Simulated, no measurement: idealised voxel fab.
process module | voxel lift off
cross-section cut | 275 nm wide | cells 5 nm
A cross-section is a grid of square cells, given in bands from the top down. A band is one or more rows of cells.
Each band's line starts with the height of the band's top and of its bottom, in nm. Then come its materials from left to right, each with its width in nm. One material with "throughout" fills the band from edge to edge. "air" is empty space.
Height 0 is the level under which the wafer as received is all one material. The lowest band goes on downwards, as in "0 down".
A width such as "30 to 40" changes by the same amount from each row of cells to the next, from the band's top row to its bottom row.
"no change" after a step means that no cell of the cross-section changed.
closed voids: empty space of 8 cells or more with no open way to the top, each as width x height at its distance from the left edge, in nm
after a step's settings: what the simulator itself notes on the step
overlay nm, on a step with a mask: how far to the right of its planned place the mask lay; to the left if negative
plan
1 op RECEIVE | material Si
2 op CONFORMAL_DEP | material Al2O3 | thk nm 10
3 op PATTERN | tone open | mask id LINES | material resist | width nm 15 | pitch nm 45 | thk nm 25 | overlay nm 0
4 op DIRECTIONAL_DEP | material Ru | thk nm 15
5 op STRIP | etch materials resist
6 op CONFORMAL_DEP | material SiN | thk nm 10
first wafer, as planned
as received, after step 1
  0 down: Si throughout
  closed voids: none
after step 2
  10 to 0: Al2O3 throughout
  below 0: unchanged
after step 3
  35 to 10: resist 105 | air 15 | resist 30 | air 15 | resist 110
  below 10: unchanged
after step 4
  50 to 35: Ru 105 | air 15 | Ru 30 | air 15 | Ru 110
  35 to 25: resist 105 | air 15 | resist 30 | air 15 | resist 110
  25 to 10: resist 105 | Ru 15 | resist 30 | Ru 15 | resist 110
  below 10: unchanged
after step 5
  25 to 10: air 105 | Ru 15 | air 30 | Ru 15 | air 110
  below 10: unchanged
after step 6
  35 to 25: air 95 | SiN 35 | air 10 | SiN 35 | air 100
  25 to 20: air 95 | SiN 10 | Ru 15 | SiN 10 | air 10 | SiN 10 | Ru 15 | SiN 10 | air 100
  20 to 10: SiN 105 | Ru 15 | SiN 30 | Ru 15 | SiN 110
  below 10: unchanged
second wafer: like start, like plan, one mistake. Through step 2 it matches the first wafer
when step 3 should have ended
  35 to 10: resist 105 | air 20 | resist 25 | air 20 | resist 105
  below 10: unchanged
when step 4 should have ended
  50 to 35: Ru 105 | air 20 | Ru 25 | air 20 | Ru 105
  35 to 25: resist 105 | air 20 | resist 25 | air 20 | resist 105
  25 to 10: resist 105 | Ru 20 | resist 25 | Ru 20 | resist 105
  below 10: unchanged
when step 5 should have ended
  25 to 10: air 105 | Ru 20 | air 25 | Ru 20 | air 105
  below 10: unchanged
when step 6 should have ended
  35 to 25: air 95 | SiN 40 | air 5 | SiN 40 | air 95
  25 to 20: air 95 | SiN 10 | Ru 20 | SiN 10 | air 5 | SiN 10 | Ru 20 | SiN 10 | air 95
  20 to 10: SiN 105 | Ru 20 | SiN 25 | Ru 20 | SiN 105
  below 10: unchanged
what went wrong: step 3 ran as: op PATTERN | tone open | mask id LINES | material resist | width nm 20 | pitch nm 45 | thk nm 25 | overlay nm 0
at the end the second wafer has, in cells: 6 more of Ru
